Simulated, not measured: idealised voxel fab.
Process module heading - voxel gate over fins
cross-section cut | 255 nm wide | cells 5 nm
Reading order for cross-sections: top band down to bottom band. Underlying form: a grid of square cells. Band size: one or more rows of cells.
Quick guide to a band line: top height, bottom height (nm) up front; then every material left to right with its width in nm. Only one material and it's marked "all across"? Then it fills the band edge to edge. And "air" just means empty space.
Measure heights from 0. That's the level where, below it, the as-received wafer is all one material. The lowest band is bottomless and extends downward; write it as in "0 nm and below".
A width such as "30->40" changes by the same amount from each row of cells to the next, from the band's top row to its bottom row.
Reading "nothing altered" for a step: not a cell of the cross-section changed in it.
The label "Closed void register" introduces a list of the empty spaces, 8 cells or larger, that have no open way up to the top; each entry in it reads width x height at distance, where the distance is taken from the left edge and all three are stated in nm.
Whatever follows a step's settings on its line is a remark the simulator itself makes about that step.
On any step carrying a mask, the "overlay nm" setting, if present on the step's line, tells how far right of its planned place the mask lay; negative values point to the left.
From here on the document is pairs. In a pair, the cross-section before one process step comes with the cross-section after it, and the latter goes no deeper than the lowest band that changed. What lies in between, the step and its settings, is written under the pair. A pair may be from a different run of this module on the same starting wafer than the pair above it, so it continues from that pair only where its entry headed "Pre-step profile" says so.

### Pre-step profile
* 25 nm to 10 nm  aC all across
* 10 nm to 0 nm  70 nm SiO2 | 15 nm SiN | 35 nm SiO2 | 15 nm SiN | 35 nm SiO2 | 15 nm SiN | 70 nm SiO2
* 0 nm to -75 nm  75 nm SiO2 | 5 nm Si | 45 nm SiO2 | 5 nm Si | 45 nm SiO2 | 5 nm Si | 75 nm SiO2
* -75 nm and below  Si all across
* Closed void register: none

### Result of Step
* 60 nm to 25 nm  95 nm resist | 15 nm air | 145 nm resist
* Heights below 25 show no change.
* Closed void register: none
Step that separates the before view from the after view above: PATTERN: tone open, mask id RAIL, material resist, width nm 15, thk nm 35, overlay nm 0

Pre-step profile: see the after view in the pair directly above.

### Result of Step
* 45 nm to 25 nm  95 nm resist | 15 nm air | 145 nm resist
* 25 nm to 10 nm  95 nm aC | 15 nm air | 145 nm aC
* Heights below 10 show no change.
* Closed void register: none
Step that separates the before view from the after view above: DIRECTIONAL_ETCH: etch materials aC, depth nm 15

Pre-step profile: see the after view in the pair directly above.

### Result of Step
* 25 nm to 10 nm  95 nm aC | 15 nm air | 145 nm aC
* Heights below 10 show no change.
* Closed void register: none
Step that separates the before view from the after view above: STRIP: etch materials resist

Pre-step profile: see the after view in the pair directly above.

### Result of Step
* 25 nm to 10 nm  95 nm aC | 15 nm air | 145 nm aC
* 10 nm to 0 nm  70 nm SiO2 | 15 nm SiN | 10 nm SiO2 | 15 nm air | 10 nm SiO2 | 15 nm SiN | 35 nm SiO2 | 15 nm SiN | 70 nm SiO2
* 0 nm to -30 nm  75 nm SiO2 | 5 nm Si | 15 nm SiO2 | 15 nm air | 15 nm SiO2 | 5 nm Si | 45 nm SiO2 | 5 nm Si | 75 nm SiO2
* Heights below -30 show no change.
* Closed void register: none
Step that separates the before view from the after view above: DIRECTIONAL_ETCH: etch materials SiO2, depth nm 40

Pre-step profile: see the after view in the pair directly above.

### Result of Step
* 10 nm to 0 nm  70 nm SiO2 | 15 nm SiN | 10 nm SiO2 | 15 nm air | 10 nm SiO2 | 15 nm SiN | 35 nm SiO2 | 15 nm SiN | 70 nm SiO2
* Heights below 0 show no change.
* Closed void register: none
Step that separates the before view from the after view above: STRIP: etch materials aC

Pre-step profile: see the after view in the pair directly above.

### Result of Step
* 15 nm to 10 nm  100 nm TiN | 5 nm air | 150 nm TiN
* 10 nm to 0 nm  70 nm SiO2 | 15 nm SiN | 10 nm SiO2 | 5 nm TiN | 5 nm air | 5 nm TiN | 10 nm SiO2 | 15 nm SiN | 35 nm SiO2 | 15 nm SiN | 70 nm SiO2
* 0 nm to -25 nm  75 nm SiO2 | 5 nm Si | 15 nm SiO2 | 5 nm TiN | 5 nm air | 5 nm TiN | 15 nm SiO2 | 5 nm Si | 45 nm SiO2 | 5 nm Si | 75 nm SiO2
* -25 nm to -30 nm  75 nm SiO2 | 5 nm Si | 15 nm SiO2 | 15 nm TiN | 15 nm SiO2 | 5 nm Si | 45 nm SiO2 | 5 nm Si | 75 nm SiO2
* Heights below -30 show no change.
* Closed void register: none
Step that separates the before view from the after view above: CONFORMAL_DEP: material TiN, thk nm 5

Pre-step profile: see the after view in the pair directly above.

### Result of Step
* 25 nm to 15 nm  Ru all across
* 15 nm to 10 nm  100 nm TiN | 5 nm Ru | 150 nm TiN
* 10 nm to 0 nm  70 nm SiO2 | 15 nm SiN | 10 nm SiO2 | 5 nm TiN | 5 nm Ru | 5 nm TiN | 10 nm SiO2 | 15 nm SiN | 35 nm SiO2 | 15 nm SiN | 70 nm SiO2
* 0 nm to -25 nm  75 nm SiO2 | 5 nm Si | 15 nm SiO2 | 5 nm TiN | 5 nm Ru | 5 nm TiN | 15 nm SiO2 | 5 nm Si | 45 nm SiO2 | 5 nm Si | 75 nm SiO2
* Heights below -25 show no change.
* Closed void register: none
Step that separates the before view from the after view above: FILL_DEP: material Ru, thk nm 10

Pre-step profile: see the after view in the pair directly above.

### Result of Step
* 10 nm to 0 nm  70 nm SiO2 | 15 nm SiN | 10 nm SiO2 | 5 nm TiN | 5 nm Ru | 5 nm TiN | 10 nm SiO2 | 15 nm SiN | 35 nm SiO2 | 15 nm SiN | 70 nm SiO2
* Heights below 0 show no change.
* Closed void register: none
Step that separates the before view from the after view above: CMP: height nm 10

Pre-step profile: see the after view in the pair directly above.

### Result of Step
* 10 nm to 0 nm  70 nm SiO2 | 15 nm SiN | 10 nm SiO2 | 15 nm air | 10 nm SiO2 | 15 nm SiN | 35 nm SiO2 | 15 nm SiN | 70 nm SiO2
* 0 nm to -25 nm  75 nm SiO2 | 5 nm Si | 15 nm SiO2 | 15 nm air | 15 nm SiO2 | 5 nm Si | 45 nm SiO2 | 5 nm Si | 75 nm SiO2
* Heights below -25 show no change.
* Closed void register: none
Step that separates the before view from the after view above: SELECTIVE_ETCH: etch materials W Ru TiN, depth nm 35

Pre-step profile: see the after view in the pair directly above.

### Result of Step
* 15 nm to 10 nm  SiO2 all across
* 10 nm to 0 nm  70 nm SiO2 | 15 nm SiN | 35 nm SiO2 | 15 nm SiN | 35 nm SiO2 | 15 nm SiN | 70 nm SiO2
* 0 nm to -25 nm  75 nm SiO2 | 5 nm Si | 45 nm SiO2 | 5 nm Si | 45 nm SiO2 | 5 nm Si | 75 nm SiO2
* Heights below -25 show no change.
* Closed void register: none
Step that separates the before view from the after view above: FILL_DEP: material SiO2, thk nm 5

Pre-step profile: see the after view in the pair directly above.

### Result of Step
* 10 nm to 0 nm  70 nm SiO2 | 15 nm SiN | 35 nm SiO2 | 15 nm SiN | 35 nm SiO2 | 15 nm SiN | 70 nm SiO2
* Heights below 0 show no change.
* Closed void register: none
Step that separates the before view from the after view above: CMP: height nm 10

Pre-step profile: see the after view in the pair directly above.

### Result of Step
* 10 nm to 0 nm  70 nm air | 15 nm SiN | 35 nm air | 15 nm SiN | 35 nm air | 15 nm SiN | 70 nm air
* 0 nm to -15 nm  75 nm air | 5 nm Si | 45 nm air | 5 nm Si | 45 nm air | 5 nm Si | 75 nm air
* Heights below -15 show no change.
* Closed void register: none
Step that separates the before view from the after view above: SELECTIVE_ETCH: etch materials SiO2, depth nm 25

Pre-step profile: see the after view in the pair directly above.

### Result of Step
* 0 nm to -15 nm  75 nm air | 5 nm Si | 45 nm air | 5 nm Si | 45 nm air | 5 nm Si | 75 nm air
* Heights below -15 show no change.
* Closed void register: none
Step that separates the before view from the after view above: STRIP: etch materials SiN

Pre-step profile: see the after view in the pair directly above.

### Result of Step
* 5 nm to 0 nm  70 nm air | 15 nm HfO2 | 35 nm air | 15 nm HfO2 | 35 nm air | 15 nm HfO2 | 70 nm air
* 0 nm to -10 nm  70 nm air | 5 nm HfO2 | 5 nm Si | 5 nm HfO2 | 35 nm air | 5 nm HfO2 | 5 nm Si | 5 nm HfO2 | 35 nm air | 5 nm HfO2 | 5 nm Si | 5 nm HfO2 | 70 nm air
* -10 nm to -15 nm  75 nm HfO2 | 5 nm Si | 45 nm HfO2 | 5 nm Si | 45 nm HfO2 | 5 nm Si | 75 nm HfO2
* Heights below -15 show no change.
* Closed void register: none
Step that separates the before view from the after view above: CONFORMAL_DEP: material HfO2, thk nm 5

Pre-step profile: see the after view in the pair directly above.

### Result of Step
* 10 nm to 5 nm  65 nm air | 25 nm TiN | 25 nm air | 25 nm TiN | 25 nm air | 25 nm TiN | 65 nm air
* 5 nm to 0 nm  65 nm air | 5 nm TiN | 15 nm HfO2 | 5 nm TiN | 25 nm air | 5 nm TiN | 15 nm HfO2 | 5 nm TiN | 25 nm air | 5 nm TiN | 15 nm HfO2 | 5 nm TiN | 65 nm air
* 0 nm to -5 nm  65 nm air | 5 nm TiN | 5 nm HfO2 | 5 nm Si | 5 nm HfO2 | 5 nm TiN | 25 nm air | 5 nm TiN | 5 nm HfO2 | 5 nm Si | 5 nm HfO2 | 5 nm TiN | 25 nm air | 5 nm TiN | 5 nm HfO2 | 5 nm Si | 5 nm HfO2 | 5 nm TiN | 65 nm air
* -5 nm to -10 nm  70 nm TiN | 5 nm HfO2 | 5 nm Si | 5 nm HfO2 | 35 nm TiN | 5 nm HfO2 | 5 nm Si | 5 nm HfO2 | 35 nm TiN | 5 nm HfO2 | 5 nm Si | 5 nm HfO2 | 70 nm TiN
* Heights below -10 show no change.
* Closed void register: none
Step that separates the before view from the after view above: CONFORMAL_DEP: material TiN, thk nm 5

Pre-step profile: see the after view in the pair directly above.

### Result of Step
* 15 nm to 10 nm  60 nm air | 35 nm TiAl | 15 nm air | 35 nm TiAl | 15 nm air | 35 nm TiAl | 60 nm air
* 10 nm to 5 nm  60 nm air | 5 nm TiAl | 25 nm TiN | 5 nm TiAl | 15 nm air | 5 nm TiAl | 25 nm TiN | 5 nm TiAl | 15 nm air | 5 nm TiAl | 25 nm TiN | 5 nm TiAl | 60 nm air
* 5 nm to 0 nm  60 nm air | 5 nm TiAl | 5 nm TiN | 15 nm HfO2 | 5 nm TiN | 5 nm TiAl | 15 nm air | 5 nm TiAl | 5 nm TiN | 15 nm HfO2 | 5 nm TiN | 5 nm TiAl | 15 nm air | 5 nm TiAl | 5 nm TiN | 15 nm HfO2 | 5 nm TiN | 5 nm TiAl | 60 nm air
* 0 nm to -5 nm  65 nm TiAl | 5 nm TiN | 5 nm HfO2 | 5 nm Si | 5 nm HfO2 | 5 nm TiN | 25 nm TiAl | 5 nm TiN | 5 nm HfO2 | 5 nm Si | 5 nm HfO2 | 5 nm TiN | 25 nm TiAl | 5 nm TiN | 5 nm HfO2 | 5 nm Si | 5 nm HfO2 | 5 nm TiN | 65 nm TiAl
* Heights below -5 show no change.
* Closed void register: none
Step that separates the before view from the after view above: CONFORMAL_DEP: material TiAl, thk nm 5

Pre-step profile: see the after view in the pair directly above.

### Result of Step
* 20 nm to 15 nm  55 nm air | 45 nm TiN | 5 nm air | 45 nm TiN | 5 nm air | 45 nm TiN | 55 nm air
* 15 nm to 10 nm  55 nm air | 5 nm TiN | 35 nm TiAl | 5 nm TiN | 5 nm air | 5 nm TiN | 35 nm TiAl | 5 nm TiN | 5 nm air | 5 nm TiN | 35 nm TiAl | 5 nm TiN | 55 nm air
* 10 nm to 5 nm  55 nm air | 5 nm TiN | 5 nm TiAl | 25 nm TiN | 5 nm TiAl | 5 nm TiN | 5 nm air | 5 nm TiN | 5 nm TiAl | 25 nm TiN | 5 nm TiAl | 5 nm TiN | 5 nm air | 5 nm TiN | 5 nm TiAl | 25 nm TiN | 5 nm TiAl | 5 nm TiN | 55 nm air
* 5 nm to 0 nm  60 nm TiN | 5 nm TiAl | 5 nm TiN | 15 nm HfO2 | 5 nm TiN | 5 nm TiAl | 15 nm TiN | 5 nm TiAl | 5 nm TiN | 15 nm HfO2 | 5 nm TiN | 5 nm TiAl | 15 nm TiN | 5 nm TiAl | 5 nm TiN | 15 nm HfO2 | 5 nm TiN | 5 nm TiAl | 60 nm TiN
* Heights below 0 show no change.
* Closed void register: none
Step that separates the before view from the after view above: CONFORMAL_DEP: material TiN, thk nm 5

Pre-step profile: see the after view in the pair directly above.

### Result of Step
* 30 nm to 20 nm  W all across
* 20 nm to 15 nm  55 nm W | 45 nm TiN | 5 nm W | 45 nm TiN | 5 nm W | 45 nm TiN | 55 nm W
* 15 nm to 10 nm  55 nm W | 5 nm TiN | 35 nm TiAl | 5 nm TiN | 5 nm W | 5 nm TiN | 35 nm TiAl | 5 nm TiN | 5 nm W | 5 nm TiN | 35 nm TiAl | 5 nm TiN | 55 nm W
* 10 nm to 5 nm  55 nm W | 5 nm TiN | 5 nm TiAl | 25 nm TiN | 5 nm TiAl | 5 nm TiN | 5 nm W | 5 nm TiN | 5 nm TiAl | 25 nm TiN | 5 nm TiAl | 5 nm TiN | 5 nm W | 5 nm TiN | 5 nm TiAl | 25 nm TiN | 5 nm TiAl | 5 nm TiN | 55 nm W
* Heights below 5 show no change.
* Closed void register: none
Step that separates the before view from the after view above: FILL_DEP: material W, thk nm 10

Pre-step profile: see the after view in the pair directly above.

### Result of Step
* 25 nm to 20 nm  W all across
* Heights below 20 show no change.
* Closed void register: none
Step that separates the before view from the after view above: CMP: height nm 25

Pre-step profile: see the after view in the pair directly above.

### Result of Step
* 35 nm to 25 nm  SiCN all across
* Heights below 25 show no change.
* Closed void register: none
Step that separates the before view from the after view above: CONFORMAL_DEP: material SiCN, thk nm 10

### Pre-step profile
* 10 nm to 0 nm  70 nm SiO2 | 15 nm SiN | 35 nm SiO2 | 15 nm SiN | 35 nm SiO2 | 15 nm SiN | 70 nm SiO2
* 0 nm to -25 nm  75 nm SiO2 | 5 nm Si | 45 nm SiO2 | 5 nm Si | 45 nm SiO2 | 5 nm Si | 75 nm SiO2
* -25 nm to -30 nm  75 nm SiO2 | 5 nm Si | 15 nm SiO2 | 15 nm TiN | 15 nm SiO2 | 5 nm Si | 45 nm SiO2 | 5 nm Si | 75 nm SiO2
* -30 nm to -40 nm  75 nm SiO2 | 5 nm Si | 45 nm SiO2 | 5 nm Si | 45 nm SiO2 | 5 nm Si | 75 nm SiO2
* -40 nm and below  Si all across
* Closed void register: none

### Result of Step
* 10 nm to 0 nm  70 nm SiO2 | 15 nm air | 35 nm SiO2 | 15 nm air | 35 nm SiO2 | 15 nm air | 70 nm SiO2
* Heights below 0 show no change.
* Closed void register: none
Step that separates the before view from the after view above: STRIP: etch materials SiN

Pre-step profile: see the after view in the pair directly above.

### Result of Step
* 0 nm to -15 nm  75 nm air | 5 nm Si | 45 nm air | 5 nm Si | 45 nm air | 5 nm Si | 75 nm air
* -15 nm to -25 nm  45 nm SiO2 | 30 nm air | 5 nm Si | 45 nm air | 5 nm Si | 45 nm air | 5 nm Si | 30 nm air | 45 nm SiO2
* Heights below -25 show no change.
* Closed void register: none
Step that separates the before view from the after view above: SELECTIVE_ETCH: etch materials SiO2, depth nm 25

Pre-step profile: see the after view in the pair directly above.

### Result of Step
* 5 nm to 0 nm  70 nm air | 15 nm HfO2 | 35 nm air | 15 nm HfO2 | 35 nm air | 15 nm HfO2 | 70 nm air
* 0 nm to -10 nm  70 nm air | 5 nm HfO2 | 5 nm Si | 5 nm HfO2 | 35 nm air | 5 nm HfO2 | 5 nm Si | 5 nm HfO2 | 35 nm air | 5 nm HfO2 | 5 nm Si | 5 nm HfO2 | 70 nm air
* -10 nm to -15 nm  50 nm HfO2 | 20 nm air | 5 nm HfO2 | 5 nm Si | 5 nm HfO2 | 35 nm air | 5 nm HfO2 | 5 nm Si | 5 nm HfO2 | 35 nm air | 5 nm HfO2 | 5 nm Si | 5 nm HfO2 | 20 nm air | 50 nm HfO2
* -15 nm to -20 nm  45 nm SiO2 | 5 nm HfO2 | 20 nm air | 5 nm HfO2 | 5 nm Si | 5 nm HfO2 | 35 nm air | 5 nm HfO2 | 5 nm Si | 5 nm HfO2 | 35 nm air | 5 nm HfO2 | 5 nm Si | 5 nm HfO2 | 20 nm air | 5 nm HfO2 | 45 nm SiO2
* -20 nm to -25 nm  45 nm SiO2 | 30 nm HfO2 | 5 nm Si | 45 nm HfO2 | 5 nm Si | 45 nm HfO2 | 5 nm Si | 30 nm HfO2 | 45 nm SiO2
* Heights below -25 show no change.
* Closed void register: none
Step that separates the before view from the after view above: CONFORMAL_DEP: material HfO2, thk nm 5

Pre-step profile: see the after view in the pair directly above.

### Result of Step
* 10 nm to 5 nm  65 nm air | 25 nm TiN | 25 nm air | 25 nm TiN | 25 nm air | 25 nm TiN | 65 nm air
* 5 nm to 0 nm  65 nm air | 5 nm TiN | 15 nm HfO2 | 5 nm TiN | 25 nm air | 5 nm TiN | 15 nm HfO2 | 5 nm TiN | 25 nm air | 5 nm TiN | 15 nm HfO2 | 5 nm TiN | 65 nm air
* 0 nm to -5 nm  65 nm air | 5 nm TiN | 5 nm HfO2 | 5 nm Si | 5 nm HfO2 | 5 nm TiN | 25 nm air | 5 nm TiN | 5 nm HfO2 | 5 nm Si | 5 nm HfO2 | 5 nm TiN | 25 nm air | 5 nm TiN | 5 nm HfO2 | 5 nm Si | 5 nm HfO2 | 5 nm TiN | 65 nm air
* -5 nm to -10 nm  55 nm TiN | 10 nm air | 5 nm TiN | 5 nm HfO2 | 5 nm Si | 5 nm HfO2 | 5 nm TiN | 25 nm air | 5 nm TiN | 5 nm HfO2 | 5 nm Si | 5 nm HfO2 | 5 nm TiN | 25 nm air | 5 nm TiN | 5 nm HfO2 | 5 nm Si | 5 nm HfO2 | 5 nm TiN | 10 nm air | 55 nm TiN
* -10 nm to -15 nm  50 nm HfO2 | 5 nm TiN | 10 nm air | 5 nm TiN | 5 nm HfO2 | 5 nm Si | 5 nm HfO2 | 5 nm TiN | 25 nm air | 5 nm TiN | 5 nm HfO2 | 5 nm Si | 5 nm HfO2 | 5 nm TiN | 25 nm air | 5 nm TiN | 5 nm HfO2 | 5 nm Si | 5 nm HfO2 | 5 nm TiN | 10 nm air | 5 nm TiN | 50 nm HfO2
* -15 nm to -20 nm  45 nm SiO2 | 5 nm HfO2 | 20 nm TiN | 5 nm HfO2 | 5 nm Si | 5 nm HfO2 | 35 nm TiN | 5 nm HfO2 | 5 nm Si | 5 nm HfO2 | 35 nm TiN | 5 nm HfO2 | 5 nm Si | 5 nm HfO2 | 20 nm TiN | 5 nm HfO2 | 45 nm SiO2
* Heights below -20 show no change.
* Closed void register: none
Step that separates the before view from the after view above: CONFORMAL_DEP: material TiN, thk nm 5

Pre-step profile: see the after view in the pair directly above.

### Result of Step
* 15 nm to 10 nm  60 nm air | 35 nm TiAl | 15 nm air | 35 nm TiAl | 15 nm air | 35 nm TiAl | 60 nm air
* 10 nm to 5 nm  60 nm air | 5 nm TiAl | 25 nm TiN | 5 nm TiAl | 15 nm air | 5 nm TiAl | 25 nm TiN | 5 nm TiAl | 15 nm air | 5 nm TiAl | 25 nm TiN | 5 nm TiAl | 60 nm air
* 5 nm to 0 nm  60 nm air | 5 nm TiAl | 5 nm TiN | 15 nm HfO2 | 5 nm TiN | 5 nm TiAl | 15 nm air | 5 nm TiAl | 5 nm TiN | 15 nm HfO2 | 5 nm TiN | 5 nm TiAl | 15 nm air | 5 nm TiAl | 5 nm TiN | 15 nm HfO2 | 5 nm TiN | 5 nm TiAl | 60 nm air
* 0 nm to -5 nm  65 nm TiAl | 5 nm TiN | 5 nm HfO2 | 5 nm Si | 5 nm HfO2 | 5 nm TiN | 5 nm TiAl | 15 nm air | 5 nm TiAl | 5 nm TiN | 5 nm HfO2 | 5 nm Si | 5 nm HfO2 | 5 nm TiN | 5 nm TiAl | 15 nm air | 5 nm TiAl | 5 nm TiN | 5 nm HfO2 | 5 nm Si | 5 nm HfO2 | 5 nm TiN | 65 nm TiAl
* -5 nm to -10 nm  55 nm TiN | 10 nm TiAl | 5 nm TiN | 5 nm HfO2 | 5 nm Si | 5 nm HfO2 | 5 nm TiN | 5 nm TiAl | 15 nm air | 5 nm TiAl | 5 nm TiN | 5 nm HfO2 | 5 nm Si | 5 nm HfO2 | 5 nm TiN | 5 nm TiAl | 15 nm air | 5 nm TiAl | 5 nm TiN | 5 nm HfO2 | 5 nm Si | 5 nm HfO2 | 5 nm TiN | 10 nm TiAl | 55 nm TiN
* -10 nm to -15 nm  50 nm HfO2 | 5 nm TiN | 10 nm TiAl | 5 nm TiN | 5 nm HfO2 | 5 nm Si | 5 nm HfO2 | 5 nm TiN | 25 nm TiAl | 5 nm TiN | 5 nm HfO2 | 5 nm Si | 5 nm HfO2 | 5 nm TiN | 25 nm TiAl | 5 nm TiN | 5 nm HfO2 | 5 nm Si | 5 nm HfO2 | 5 nm TiN | 10 nm TiAl | 5 nm TiN | 50 nm HfO2
* Heights below -15 show no change.
* Closed void register: none
Step that separates the before view from the after view above: CONFORMAL_DEP: material TiAl, thk nm 5

Pre-step profile: see the after view in the pair directly above.

### Result of Step
* 20 nm to 15 nm  55 nm air | 45 nm TiN | 5 nm air | 45 nm TiN | 5 nm air | 45 nm TiN | 55 nm air
* 15 nm to 10 nm  55 nm air | 5 nm TiN | 35 nm TiAl | 5 nm TiN | 5 nm air | 5 nm TiN | 35 nm TiAl | 5 nm TiN | 5 nm air | 5 nm TiN | 35 nm TiAl | 5 nm TiN | 55 nm air
* 10 nm to 5 nm  55 nm air | 5 nm TiN | 5 nm TiAl | 25 nm TiN | 5 nm TiAl | 5 nm TiN | 5 nm air | 5 nm TiN | 5 nm TiAl | 25 nm TiN | 5 nm TiAl | 5 nm TiN | 5 nm air | 5 nm TiN | 5 nm TiAl | 25 nm TiN | 5 nm TiAl | 5 nm TiN | 55 nm air
* 5 nm to 0 nm  60 nm TiN | 5 nm TiAl | 5 nm TiN | 15 nm HfO2 | 5 nm TiN | 5 nm TiAl | 5 nm TiN | 5 nm air | 5 nm TiN | 5 nm TiAl | 5 nm TiN | 15 nm HfO2 | 5 nm TiN | 5 nm TiAl | 5 nm TiN | 5 nm air | 5 nm TiN | 5 nm TiAl | 5 nm TiN | 15 nm HfO2 | 5 nm TiN | 5 nm TiAl | 60 nm TiN
* 0 nm to -5 nm  65 nm TiAl | 5 nm TiN | 5 nm HfO2 | 5 nm Si | 5 nm HfO2 | 5 nm TiN | 5 nm TiAl | 5 nm TiN | 5 nm air | 5 nm TiN | 5 nm TiAl | 5 nm TiN | 5 nm HfO2 | 5 nm Si | 5 nm HfO2 | 5 nm TiN | 5 nm TiAl | 5 nm TiN | 5 nm air | 5 nm TiN | 5 nm TiAl | 5 nm TiN | 5 nm HfO2 | 5 nm Si | 5 nm HfO2 | 5 nm TiN | 65 nm TiAl
* -5 nm to -10 nm  55 nm TiN | 10 nm TiAl | 5 nm TiN | 5 nm HfO2 | 5 nm Si | 5 nm HfO2 | 5 nm TiN | 5 nm TiAl | 15 nm TiN | 5 nm TiAl | 5 nm TiN | 5 nm HfO2 | 5 nm Si | 5 nm HfO2 | 5 nm TiN | 5 nm TiAl | 15 nm TiN | 5 nm TiAl | 5 nm TiN | 5 nm HfO2 | 5 nm Si | 5 nm HfO2 | 5 nm TiN | 10 nm TiAl | 55 nm TiN
* Heights below -10 show no change.
* Closed void register: none
Step that separates the before view from the after view above: CONFORMAL_DEP: material TiN, thk nm 5

Pre-step profile: see the after view in the pair directly above.

### Result of Step
* 30 nm to 20 nm  W all across
* 20 nm to 15 nm  55 nm W | 45 nm TiN | 5 nm W | 45 nm TiN | 5 nm W | 45 nm TiN | 55 nm W
* 15 nm to 10 nm  55 nm W | 5 nm TiN | 35 nm TiAl | 5 nm TiN | 5 nm W | 5 nm TiN | 35 nm TiAl | 5 nm TiN | 5 nm W | 5 nm TiN | 35 nm TiAl | 5 nm TiN | 55 nm W
* 10 nm to 5 nm  55 nm W | 5 nm TiN | 5 nm TiAl | 25 nm TiN | 5 nm TiAl | 5 nm TiN | 5 nm W | 5 nm TiN | 5 nm TiAl | 25 nm TiN | 5 nm TiAl | 5 nm TiN | 5 nm W | 5 nm TiN | 5 nm TiAl | 25 nm TiN | 5 nm TiAl | 5 nm TiN | 55 nm W
* 5 nm to 0 nm  60 nm TiN | 5 nm TiAl | 5 nm TiN | 15 nm HfO2 | 5 nm TiN | 5 nm TiAl | 5 nm TiN | 5 nm W | 5 nm TiN | 5 nm TiAl | 5 nm TiN | 15 nm HfO2 | 5 nm TiN | 5 nm TiAl | 5 nm TiN | 5 nm W | 5 nm TiN | 5 nm TiAl | 5 nm TiN | 15 nm HfO2 | 5 nm TiN | 5 nm TiAl | 60 nm TiN
* 0 nm to -5 nm  65 nm TiAl | 5 nm TiN | 5 nm HfO2 | 5 nm Si | 5 nm HfO2 | 5 nm TiN | 5 nm TiAl | 5 nm TiN | 5 nm W | 5 nm TiN | 5 nm TiAl | 5 nm TiN | 5 nm HfO2 | 5 nm Si | 5 nm HfO2 | 5 nm TiN | 5 nm TiAl | 5 nm TiN | 5 nm W | 5 nm TiN | 5 nm TiAl | 5 nm TiN | 5 nm HfO2 | 5 nm Si | 5 nm HfO2 | 5 nm TiN | 65 nm TiAl
* Heights below -5 show no change.
* Closed void register: none
Step that separates the before view from the after view above: FILL_DEP: material W, thk nm 10

Pre-step profile: see the after view in the pair directly above.

### Result of Step
* 25 nm to 20 nm  W all across
* Heights below 20 show no change.
* Closed void register: none
Step that separates the before view from the after view above: CMP: height nm 25

Pre-step profile: see the after view in the pair directly above.

### Result of Step
* 35 nm to 25 nm  SiCN all across
* Heights below 25 show no change.
* Closed void register: none
Step that separates the before view from the after view above: CONFORMAL_DEP: material SiCN, thk nm 10

### Pre-step profile
* 25 nm to 20 nm  W all across
* 20 nm to 15 nm  55 nm W | 45 nm TiN | 5 nm W | 45 nm TiN | 5 nm W | 45 nm TiN | 55 nm W
* 15 nm to 10 nm  55 nm W | 5 nm TiN | 35 nm TiAl | 5 nm TiN | 5 nm W | 5 nm TiN | 35 nm TiAl | 5 nm TiN | 5 nm W | 5 nm TiN | 35 nm TiAl | 5 nm TiN | 55 nm W
* 10 nm to 5 nm  55 nm W | 5 nm TiN | 5 nm TiAl | 25 nm TiN | 5 nm TiAl | 5 nm TiN | 5 nm W | 5 nm TiN | 5 nm TiAl | 25 nm TiN | 5 nm TiAl | 5 nm TiN | 5 nm W | 5 nm TiN | 5 nm TiAl | 25 nm TiN | 5 nm TiAl | 5 nm TiN | 55 nm W
* 5 nm to 0 nm  60 nm TiN | 5 nm TiAl | 5 nm TiN | 15 nm HfO2 | 5 nm TiN | 5 nm TiAl | 15 nm TiN | 5 nm TiAl | 5 nm TiN | 15 nm HfO2 | 5 nm TiN | 5 nm TiAl | 15 nm TiN | 5 nm TiAl | 5 nm TiN | 15 nm HfO2 | 5 nm TiN | 5 nm TiAl | 60 nm TiN
* 0 nm to -5 nm  65 nm TiAl | 5 nm TiN | 5 nm HfO2 | 5 nm Si | 5 nm HfO2 | 5 nm TiN | 25 nm TiAl | 5 nm TiN | 5 nm HfO2 | 5 nm Si | 5 nm HfO2 | 5 nm TiN | 25 nm TiAl | 5 nm TiN | 5 nm HfO2 | 5 nm Si | 5 nm HfO2 | 5 nm TiN | 65 nm TiAl
* -5 nm to -10 nm  70 nm TiN | 5 nm HfO2 | 5 nm Si | 5 nm HfO2 | 35 nm TiN | 5 nm HfO2 | 5 nm Si | 5 nm HfO2 | 35 nm TiN | 5 nm HfO2 | 5 nm Si | 5 nm HfO2 | 70 nm TiN
* -10 nm to -15 nm  75 nm HfO2 | 5 nm Si | 45 nm HfO2 | 5 nm Si | 45 nm HfO2 | 5 nm Si | 75 nm HfO2
* -15 nm to -25 nm  75 nm SiO2 | 5 nm Si | 45 nm SiO2 | 5 nm Si | 45 nm SiO2 | 5 nm Si | 75 nm SiO2
* -25 nm to -30 nm  75 nm SiO2 | 5 nm Si | 15 nm SiO2 | 15 nm TiN | 15 nm SiO2 | 5 nm Si | 45 nm SiO2 | 5 nm Si | 75 nm SiO2
* -30 nm to -40 nm  75 nm SiO2 | 5 nm Si | 45 nm SiO2 | 5 nm Si | 45 nm SiO2 | 5 nm Si | 75 nm SiO2
* -40 nm and below  Si all across
* Closed void register: none

### Result of Step
* 40 nm to 25 nm  SiCN all across
* Heights below 25 show no change.
* Closed void register: none
Step that separates the before view from the after view above: CONFORMAL_DEP: material SiCN, thk nm 15

### Pre-step profile
* 25 nm to 10 nm  aC all across
* 10 nm to 0 nm  70 nm SiO2 | 15 nm SiN | 35 nm SiO2 | 15 nm SiN | 35 nm SiO2 | 15 nm SiN | 70 nm SiO2
* 0 nm to -40 nm  75 nm SiO2 | 5 nm Si | 45 nm SiO2 | 5 nm Si | 45 nm SiO2 | 5 nm Si | 75 nm SiO2
* -40 nm and below  Si all across
* Closed void register: none

### Result of Step
* 60 nm to 25 nm  90 nm resist | 25 nm air | 140 nm resist
* Heights below 25 show no change.
* Closed void register: none
Step that separates the before view from the after view above: PATTERN: tone open, mask id RAIL, material resist, width nm 25, thk nm 35, overlay nm 0

Pre-step profile: see the after view in the pair directly above.

### Result of Step
* 45 nm to 25 nm  90 nm resist | 25 nm air | 140 nm resist
* 25 nm to 10 nm  90 nm aC | 25 nm air | 140 nm aC
* Heights below 10 show no change.
* Closed void register: none
Step that separates the before view from the after view above: DIRECTIONAL_ETCH: etch materials aC, depth nm 15

Pre-step profile: see the after view in the pair directly above.

### Result of Step
* 25 nm to 10 nm  90 nm aC | 25 nm air | 140 nm aC
* Heights below 10 show no change.
* Closed void register: none
Step that separates the before view from the after view above: STRIP: etch materials resist

Pre-step profile: see the after view in the pair directly above.

### Result of Step
* 25 nm to 10 nm  90 nm aC | 25 nm air | 140 nm aC
* 10 nm to 0 nm  70 nm SiO2 | 15 nm SiN | 5 nm SiO2 | 25 nm air | 5 nm SiO2 | 15 nm SiN | 35 nm SiO2 | 15 nm SiN | 70 nm SiO2
* 0 nm to -30 nm  75 nm SiO2 | 5 nm Si | 10 nm SiO2 | 25 nm air | 10 nm SiO2 | 5 nm Si | 45 nm SiO2 | 5 nm Si | 75 nm SiO2
* Heights below -30 show no change.
* Closed void register: none
Step that separates the before view from the after view above: DIRECTIONAL_ETCH: etch materials SiO2, depth nm 40
